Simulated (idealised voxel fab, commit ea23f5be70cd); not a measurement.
Title: Process Module voxel wiring stack
Cross-section cut: width 160 nm, square cells of 5 nm.
In what follows, cross-sections appear as grids of square cells, described through bands that run from the top down, where every band is one or more rows of cells. Within each band entry, the heights of the top and of the bottom of the band appear first, in that order and in nm; the materials of the band then follow from left to right, each with its corresponding width in nm. The designation "full width" on a single material indicates that it fills the band from edge to edge; the designation "air" indicates empty space. All heights in this document are referenced to 0, defined as the level beneath which the wafer, as received, consists entirely of one material. The lowest band is not bounded below; it extends indefinitely downward and is written in the form "0 -> down". Per-row width for "30..40": begins at first number (top row of band), ends at second number (bottom row), increment between rows held constant. Key: "all unchanged" - step with no changed cell in the cross-section. For the entry "Enclosed void listing", the listed items are empty spaces with no open way to the top whose size is 8 cells or more; each item follows the pattern width x height at distance, where distance is from the left edge and all three are in nm. after a step's settings: what the simulator itself notes on the step. overlay nm: how far to the right of its planned place the mask lay on this masked step (negative: to the left).

Process steps - plan
step 1: RECEIVE (material Si)
step 2: CONFORMAL_DEP (material SiO2; thk nm 15)
step 3: CONFORMAL_DEP (material SiCN; thk nm 5)
step 4: DIRECTIONAL_DEP (material SiO2; thk nm 15)
step 5: PATTERN (tone open; mask id METAL_1; material resist; width nm 20; pitch nm 35; thk nm 15; overlay nm 0)
step 6: DIRECTIONAL_ETCH (etch materials SiO2; depth nm 15)
step 7: DIRECTIONAL_ETCH (etch materials SiCN; depth nm 5)
step 8: STRIP (etch materials resist)
step 9: CONFORMAL_DEP (material TiN; thk nm 5)
step 10: FILL_DEP (material Ru; thk nm 5)
step 11: CMP (height nm 35)
step 12: EPI (material Ru; thk nm 5)
step 13: FILL_DEP (material SiCN; thk nm 5)
step 14: DIRECTIONAL_DEP (material lowk; thk nm 30)
step 15: DIRECTIONAL_DEP (material aC; thk nm 15)
step 16: PATTERN (tone open; mask id METAL_2_HOLES; material resist; width nm 15; pitch nm 35; thk nm 30; overlay nm 0)
step 17: DIRECTIONAL_ETCH (etch materials aC; depth nm 15)
step 18: STRIP (etch materials resist)
step 19: DIRECTIONAL_ETCH (etch materials lowk; depth nm 30)
step 20: STRIP (etch materials aC)
step 21: MASKED_ETCH (tone open; mask id METAL_2; width nm 20; pitch nm 35; etch materials lowk; depth nm 20; overlay nm 0)
step 22: MASKED_ETCH (tone open; mask id METAL_2; width nm 20; pitch nm 35; etch materials SiCN; depth nm 5; overlay nm 0)
step 23: CONFORMAL_DEP (material TiN; thk nm 5)
step 24: FILL_DEP (material Cu; thk nm 10)
step 25: CMP (height nm 75)
step 26: CONFORMAL_DEP (material SiN; thk nm 5)

So, the first of our two wafers, run just as we planned it

Wafer as received: cross-section following step 1
> 0 -> down  Si full width
> Enclosed void listing: none

Sectional view: wafer, after step 2
> 15 -> 0  SiO2 full width
> No changes below 0.

Sectional view: wafer, after step 3
> 20 -> 15  SiCN full width
> No changes below 15.

Sectional view: wafer, after step 4
> 35 -> 20  SiO2 full width
> No changes below 20.

Sectional view: wafer, after step 5
> 50 -> 35  resist 50, air 20, resist 15, air 20, resist 55
> No changes below 35.

Sectional view: wafer, after step 6
> 50 -> 35  resist 50, air 20, resist 15, air 20, resist 55
> 35 -> 20  SiO2 50, air 20, SiO2 15, air 20, SiO2 55
> No changes below 20.

Sectional view: wafer, after step 7
> 50 -> 35  resist 50, air 20, resist 15, air 20, resist 55
> 35 -> 20  SiO2 50, air 20, SiO2 15, air 20, SiO2 55
> 20 -> 15  SiCN 50, air 20, SiCN 15, air 20, SiCN 55
> No changes below 15.

Sectional view: wafer, after step 8
> 35 -> 20  SiO2 50, air 20, SiO2 15, air 20, SiO2 55
> No changes below 20.

Sectional view: wafer, after step 9
> 40 -> 35  TiN 55, air 10, TiN 25, air 10, TiN 60
> 35 -> 20  SiO2 50, TiN 5, air 10, TiN 5, SiO2 15, TiN 5, air 10, TiN 5, SiO2 55
> 20 -> 15  SiCN 50, TiN 20, SiCN 15, TiN 20, SiCN 55
> No changes below 15.

Sectional view: wafer, after step 10
> 45 -> 40  Ru full width
> 40 -> 35  TiN 55, Ru 10, TiN 25, Ru 10, TiN 60
> 35 -> 20  SiO2 50, TiN 5, Ru 10, TiN 5, SiO2 15, TiN 5, Ru 10, TiN 5, SiO2 55
> No changes below 20.

Sectional view: wafer, after step 11
> 35 -> 20  SiO2 50, TiN 5, Ru 10, TiN 5, SiO2 15, TiN 5, Ru 10, TiN 5, SiO2 55
> No changes below 20.

Sectional view: wafer, after step 12
> 40 -> 35  air 45, Ru 30, air 5, Ru 30, air 50
> No changes below 35.

Sectional view: wafer, after step 13
> 45 -> 40  SiCN full width
> 40 -> 35  SiCN 45, Ru 30, SiCN 5, Ru 30, SiCN 50
> No changes below 35.

Sectional view: wafer, after step 14
> 75 -> 45  lowk full width
> No changes below 45.

Sectional view: wafer, after step 15
> 90 -> 75  aC full width
> No changes below 75.

Sectional view: wafer, after step 16
> 120 -> 90  resist 50, air 15, resist 20, air 15, resist 60
> No changes below 90.

Sectional view: wafer, after step 17
> 105 -> 90  resist 50, air 15, resist 20, air 15, resist 60
> 90 -> 75  aC 50, air 15, aC 20, air 15, aC 60
> No changes below 75.

Sectional view: wafer, after step 18
> 90 -> 75  aC 50, air 15, aC 20, air 15, aC 60
> No changes below 75.

Sectional view: wafer, after step 19
> 90 -> 75  aC 50, air 15, aC 20, air 15, aC 60
> 75 -> 45  lowk 50, air 15, lowk 20, air 15, lowk 60
> No changes below 45.

Sectional view: wafer, after step 20
> 75 -> 45  lowk 50, air 15, lowk 20, air 15, lowk 60
> No changes below 45.

Sectional view: wafer, after step 21
> 75 -> 55  lowk 50, air 20, lowk 15, air 20, lowk 55
> No changes below 55.

Sectional view: wafer, after step 22
> 75 -> 55  lowk 50, air 20, lowk 15, air 20, lowk 55
> 55 -> 45  lowk 50, air 15, lowk 20, air 15, lowk 60
> 45 -> 40  SiCN 50, air 15, SiCN 20, air 15, SiCN 60
> No changes below 40.

Sectional view: wafer, after step 23
> 80 -> 75  TiN 55, air 10, TiN 25, air 10, TiN 60
> 75 -> 60  lowk 50, TiN 5, air 10, TiN 5, lowk 15, TiN 5, air 10, TiN 5, lowk 55
> 60 -> 55  lowk 50, TiN 5, air 5, TiN 10, lowk 15, TiN 5, air 5, TiN 10, lowk 55
> 55 -> 45  lowk 50, TiN 5, air 5, TiN 5, lowk 20, TiN 5, air 5, TiN 5, lowk 60
> 45 -> 40  SiCN 50, TiN 15, SiCN 20, TiN 15, SiCN 60
> No changes below 40.

Sectional view: wafer, after step 24
> 90 -> 80  Cu full width
> 80 -> 75  TiN 55, Cu 10, TiN 25, Cu 10, TiN 60
> 75 -> 60  lowk 50, TiN 5, Cu 10, TiN 5, lowk 15, TiN 5, Cu 10, TiN 5, lowk 55
> 60 -> 55  lowk 50, TiN 5, Cu 5, TiN 10, lowk 15, TiN 5, Cu 5, TiN 10, lowk 55
> 55 -> 45  lowk 50, TiN 5, Cu 5, TiN 5, lowk 20, TiN 5, Cu 5, TiN 5, lowk 60
> No changes below 45.

Sectional view: wafer, after step 25
> 75 -> 60  lowk 50, TiN 5, Cu 10, TiN 5, lowk 15, TiN 5, Cu 10, TiN 5, lowk 55
> No changes below 60.

Sectional view: wafer, after step 26
> 80 -> 75  SiN full width
> No changes below 75.

Notes, second wafer: start = first wafer's, plan = first wafer's, execution had one mistake; history identical to first through step 23

Second wafer, sectioned view, at step 24's planned end time
> 90 -> 80  SiCN full width
> 80 -> 75  TiN 55, SiCN 10, TiN 25, SiCN 10, TiN 60
> 75 -> 60  lowk 50, TiN 5, SiCN 10, TiN 5, lowk 15, TiN 5, SiCN 10, TiN 5, lowk 55
> 60 -> 55  lowk 50, TiN 5, SiCN 5, TiN 10, lowk 15, TiN 5, SiCN 5, TiN 10, lowk 55
> 55 -> 45  lowk 50, TiN 5, SiCN 5, TiN 5, lowk 20, TiN 5, SiCN 5, TiN 5, lowk 60
> No changes below 45.

Second wafer, sectioned view, at step 25's planned end time
> 75 -> 60  lowk 50, TiN 5, SiCN 10, TiN 5, lowk 15, TiN 5, SiCN 10, TiN 5, lowk 55
> No changes below 60.

Second wafer, sectioned view, at step 26's planned end time
> 80 -> 75  SiN full width
> No changes below 75.
What broke from the plan during processing? step 24 did not happen as planned, as run it was FILL_DEP (material SiCN; thk nm 10)
Final wafer comparison in cells, second versus first, more or fewer per material: 18 fewer of Cu; 18 more of SiCN
